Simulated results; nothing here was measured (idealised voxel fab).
process module | voxel ribs on slabs
cross-section cut | 240 nm wide | cells 5 nm
We lay out every cross-section as a grid of square cells and spell it out in bands from the top down, where one band means one or more rows of cells. First you get the band's top height and its bottom height, in nm, and then the materials it's made of, left to right, with each width in nm. If you see a single material with "full width", that one covers the band edge to edge. "air" is empty space. Ref level 0: as-received wafer is one material below here. Bottom band extends down with no lower bound ("0 nm and below"). It should be noted that a width expressed as "30..40" varies in equal increments from row to row of cells within the band, taking the value of the first number at the top row and that of the second number at the bottom row. Where the words "nothing was modified" appear for a step, the cross-section shows no cell changed by that step; every cell remained as before. "Closed void register" - sealed voids, min. 8 cells, no opening to top; format: width x height at distance (distance from left edge; nm throughout). It should be noted that, on the line of a given step, the content following the step's settings is a remark produced by the simulator itself with respect to that step. overlay nm: where the mask lay relative to plan, measured to the right, on steps with a mask; negatives go left. How should the pairs below be read? Each gives the cross-section before one process step and the cross-section after it, the latter drawn only to the lowest band that changed; the step that lies between them, with its settings, appears under the pair. Does a pair pick up where the pair above left off? Only where its entry headed "Pre-step profile" says so, since pairs can come from different runs of this module on the same starting wafer.
# Pre-step profile
- 70 nm to 50 nm = resist 105; air 30; resist 105
- 50 nm to 25 nm = SiN full width
- 25 nm to 0 nm = SiO2 full width
- 0 nm and below = Si full width
- Closed void register: none
# Post-Step Geometry
- 70 nm to 50 nm = resist 105; air 30; resist 105
- 50 nm to 45 nm = SiN 105; air 30; SiN 105
- Beneath the level 45, the cross-section is identical to its previous state.
- Closed void register: none
Here is the step that sits between the two cross-sections above: DIRECTIONAL_ETCH: etch materials SiN, depth nm 5
Pre-step profile: The prior state of this step coincides with the post-step cross-section of the pair just above.
# Post-Step Geometry
- 50 nm to 45 nm = SiN 105; air 30; SiN 105
- Beneath the level 45, the cross-section is identical to its previous state.
- Closed void register: none
Here is the step that sits between the two cross-sections above: STRIP: etch materials resist
Pre-step profile: The prior state of this step coincides with the post-step cross-section of the pair just above.
# Post-Step Geometry
- 65 nm to 50 nm = air 75; resist 90; air 75
- 50 nm to 45 nm = SiN 105; resist 30; SiN 105
- Beneath the level 45, the cross-section is identical to its previous state.
- Closed void register: none
Here is the step that sits between the two cross-sections above: PATTERN: tone cover, mask id SLAB, material resist, width nm 90, thk nm 15, overlay nm 0
Pre-step profile: The prior state of this step coincides with the post-step cross-section of the pair just above.
# Post-Step Geometry
- 65 nm to 50 nm = air 75; resist 90; air 75
- 50 nm to 45 nm = air 75; SiN 30; resist 30; SiN 30; air 75
- 45 nm to 30 nm = air 75; SiN 90; air 75
- Beneath the level 30, the cross-section is identical to its previous state.
- Closed void register: none
Here is the step that sits between the two cross-sections above: DIRECTIONAL_ETCH: etch materials SiN, depth nm 20
Pre-step profile: The prior state of this step coincides with the post-step cross-section of the pair just above.
# Post-Step Geometry
- 50 nm to 45 nm = air 75; SiN 30; air 30; SiN 30; air 75
- Beneath the level 45, the cross-section is identical to its previous state.
- Closed void register: none
Here is the step that sits between the two cross-sections above: STRIP: etch materials resist
Pre-step profile: The prior state of this step coincides with the post-step cross-section of the pair just above.
# Post-Step Geometry
- 70 nm to 50 nm = SiO2 full width
- 50 nm to 45 nm = SiO2 75; SiN 30; SiO2 30; SiN 30; SiO2 75
- 45 nm to 30 nm = SiO2 75; SiN 90; SiO2 75
- Beneath the level 30, the cross-section is identical to its previous state.
- Closed void register: none
Here is the step that sits between the two cross-sections above: FILL_DEP: material SiO2, thk nm 20
Pre-step profile: The prior state of this step coincides with the post-step cross-section of the pair just above.
# Post-Step Geometry
- 65 nm to 50 nm = SiO2 full width
- Beneath the level 50, the cross-section is identical to its previous state.
- Closed void register: none
Here is the step that sits between the two cross-sections above: CMP: height nm 65
Pre-step profile: The prior state of this step coincides with the post-step cross-section of the pair just above.
# Post-Step Geometry
- 70 nm to 65 nm = W full width
- Beneath the level 65, the cross-section is identical to its previous state.
- Closed void register: none
Here is the step that sits between the two cross-sections above: DIRECTIONAL_DEP: material W, thk nm 5
Pre-step profile: The prior state of this step coincides with the post-step cross-section of the pair just above.
# Post-Step Geometry
- 80 nm to 70 nm = aC full width
- Beneath the level 70, the cross-section is identical to its previous state.
- Closed void register: none
Here is the step that sits between the two cross-sections above: DIRECTIONAL_DEP: material aC, thk nm 10
Pre-step profile: The prior state of this step coincides with the post-step cross-section of the pair just above.
# Post-Step Geometry
- 110 nm to 80 nm = air 100; resist 40; air 100
- Beneath the level 80, the cross-section is identical to its previous state.
- Closed void register: none
Here is the step that sits between the two cross-sections above: PATTERN: tone cover, mask id HEATER, material resist, width nm 40, thk nm 30, overlay nm 0
Pre-step profile: The prior state of this step coincides with the post-step cross-section of the pair just above.
# Post-Step Geometry
- 100 nm to 80 nm = air 100; resist 40; air 100
- 80 nm to 70 nm = air 100; aC 40; air 100
- Beneath the level 70, the cross-section is identical to its previous state.
- Closed void register: none
Here is the step that sits between the two cross-sections above: DIRECTIONAL_ETCH: etch materials aC, depth nm 10
Pre-step profile: The prior state of this step coincides with the post-step cross-section of the pair just above.
# Post-Step Geometry
- 80 nm to 70 nm = air 100; aC 40; air 100
- Beneath the level 70, the cross-section is identical to its previous state.
- Closed void register: none
Here is the step that sits between the two cross-sections above: STRIP: etch materials resist
Pre-step profile: The prior state of this step coincides with the post-step cross-section of the pair just above.
# Post-Step Geometry
- 80 nm to 70 nm = air 100; aC 40; air 100
- 70 nm to 65 nm = air 100; W 40; air 100
- Beneath the level 65, the cross-section is identical to its previous state.
- Closed void register: none
Here is the step that sits between the two cross-sections above: DIRECTIONAL_ETCH: etch materials W, depth nm 5
Pre-step profile: The prior state of this step coincides with the post-step cross-section of the pair just above.
# Post-Step Geometry
- 70 nm to 65 nm = air 100; W 40; air 100
- Beneath the level 65, the cross-section is identical to its previous state.
- Closed void register: none
Here is the step that sits between the two cross-sections above: STRIP: etch materials aC
Pre-step profile: The prior state of this step coincides with the post-step cross-section of the pair just above.
# Post-Step Geometry
- 75 nm to 70 nm = air 95; SiO2 50; air 95
- 70 nm to 65 nm = SiO2 100; W 40; SiO2 100
- Beneath the level 65, the cross-section is identical to its previous state.
- Closed void register: none
Here is the step that sits between the two cross-sections above: CONFORMAL_DEP: material SiO2, thk nm 5
